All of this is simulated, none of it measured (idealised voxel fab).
The process module presented herein is designated voxel tone inversion.
Cross-section cut: width 200 nm, square cells of 5 nm.
How to read a cross-section here: the picture is a grid of square cells, written as bands going from the top down, and any band can span one or more rows of cells. A band entry consists of two parts. The first gives the height of the band's top and the height of its bottom, in nm. The rest lists the band's materials from left to right, each with its width in nm. A single material labelled with the word "full width" fills the band from edge to edge, and the word "empty" marks empty space. Heights are reckoned from 0. Under this level, the received wafer is all of one material. The bottommost band is open-ended downward, for example "0 down". So if you see something like "30 to 40" for the width, read it as the top row of the band sitting at the first number and the bottom row at the second, with every row in between moving by the same amount as the last. Given "nothing changed" for a step, no cell of the cross-section differs between before and after that step. "Sealed internal cavities" means: voids of 8 cells or more that are shut off from the top with no open way through. Written width x height at distance, distance from the left edge, in nm. Note: text after step settings on the step line = simulator remark on that step. overlay nm: how far to the right of its planned place the mask lay on this masked step (negative: to the left).

The process steps that were planned are listed below:
1) op RECEIVE | material Si
2) op CONFORMAL_DEP | material SiCN | thk nm 5
3) op DIRECTIONAL_DEP | material polySi | thk nm 25
4) op PATTERN | tone cover | mask id POSTS | material resist | width nm 25 | pitch nm 45 | thk nm 30 | overlay nm 0
5) op DIRECTIONAL_ETCH | etch materials polySi | depth nm 25
6) op STRIP | etch materials resist
7) op FILL_DEP | material lowk | thk nm 10
8) op CMP | height nm 30
9) op STRIP | etch materials polySi
10) op CONFORMAL_DEP | material TiN | thk nm 5
11) op FILL_DEP | material Cu | thk nm 10
12) op CMP | height nm 30
13) op CONFORMAL_DEP | material SiN | thk nm 5

Wafer, first of two, run as planned:

Delivered wafer in cross-section: state after step 1:
* 0 down  Si full width
* Sealed internal cavities: none

After step 2: wafer cross-section:
* 5 to 0  SiCN full width
* Note: structure below 0 unchanged.

After step 3: wafer cross-section:
* 30 to 5  polySi full width
* Note: structure below 5 unchanged.

After step 4: wafer cross-section:
* 60 to 30  empty 40 nm, resist 25 nm, empty 20 nm, resist 25 nm, empty 20 nm, resist 25 nm, empty 45 nm
* Note: structure below 30 unchanged.

After step 5: wafer cross-section:
* 60 to 30  empty 40 nm, resist 25 nm, empty 20 nm, resist 25 nm, empty 20 nm, resist 25 nm, empty 45 nm
* 30 to 5  empty 40 nm, polySi 25 nm, empty 20 nm, polySi 25 nm, empty 20 nm, polySi 25 nm, empty 45 nm
* Note: structure below 5 unchanged.

After step 6: wafer cross-section:
* 30 to 5  empty 40 nm, polySi 25 nm, empty 20 nm, polySi 25 nm, empty 20 nm, polySi 25 nm, empty 45 nm
* Note: structure below 5 unchanged.

After step 7: wafer cross-section:
* 40 to 30  lowk full width
* 30 to 5  lowk 40 nm, polySi 25 nm, lowk 20 nm, polySi 25 nm, lowk 20 nm, polySi 25 nm, lowk 45 nm
* Note: structure below 5 unchanged.

After step 8: wafer cross-section:
* 30 to 5  lowk 40 nm, polySi 25 nm, lowk 20 nm, polySi 25 nm, lowk 20 nm, polySi 25 nm, lowk 45 nm
* Note: structure below 5 unchanged.

After step 9: wafer cross-section:
* 30 to 5  lowk 40 nm, empty 25 nm, lowk 20 nm, empty 25 nm, lowk 20 nm, empty 25 nm, lowk 45 nm
* Note: structure below 5 unchanged.

After step 10: wafer cross-section:
* 35 to 30  TiN 45 nm, empty 15 nm, TiN 30 nm, empty 15 nm, TiN 30 nm, empty 15 nm, TiN 50 nm
* 30 to 10  lowk 40 nm, TiN 5 nm, empty 15 nm, TiN 5 nm, lowk 20 nm, TiN 5 nm, empty 15 nm, TiN 5 nm, lowk 20 nm, TiN 5 nm, empty 15 nm, TiN 5 nm, lowk 45 nm
* 10 to 5  lowk 40 nm, TiN 25 nm, lowk 20 nm, TiN 25 nm, lowk 20 nm, TiN 25 nm, lowk 45 nm
* Note: structure below 5 unchanged.

After step 11: wafer cross-section:
* 45 to 35  Cu full width
* 35 to 30  TiN 45 nm, Cu 15 nm, TiN 30 nm, Cu 15 nm, TiN 30 nm, Cu 15 nm, TiN 50 nm
* 30 to 10  lowk 40 nm, TiN 5 nm, Cu 15 nm, TiN 5 nm, lowk 20 nm, TiN 5 nm, Cu 15 nm, TiN 5 nm, lowk 20 nm, TiN 5 nm, Cu 15 nm, TiN 5 nm, lowk 45 nm
* Note: structure below 10 unchanged.

After step 12: wafer cross-section:
* 30 to 10  lowk 40 nm, TiN 5 nm, Cu 15 nm, TiN 5 nm, lowk 20 nm, TiN 5 nm, Cu 15 nm, TiN 5 nm, lowk 20 nm, TiN 5 nm, Cu 15 nm, TiN 5 nm, lowk 45 nm
* Note: structure below 10 unchanged.

After step 13: wafer cross-section:
* 35 to 30  SiN full width
* Note: structure below 30 unchanged.

The second wafer: identical to the first at the outset and in its planned sequence, differing only in that one mistake was made during processing; up to and including step 11, its path is the first wafer's path:

Cross-sectional representation of the second wafer at the time designated in the plan for the completion of step 12:
* 20 to 10  lowk 40 nm, TiN 5 nm, Cu 15 nm, TiN 5 nm, lowk 20 nm, TiN 5 nm, Cu 15 nm, TiN 5 nm, lowk 20 nm, TiN 5 nm, Cu 15 nm, TiN 5 nm, lowk 45 nm
* Note: structure below 10 unchanged.

Cross-sectional representation of the second wafer at the time designated in the plan for the completion of step 13:
* 25 to 20  SiN full width
* Note: structure below 20 unchanged.
The plan and the run diverged here: step 12 ran with different settings than intended, the actual operation and settings being op CMP | height nm 20
FYI, end of process, the second wafer has more or fewer cells of some materials than the first: Cu -18, TiN -12, lowk -50
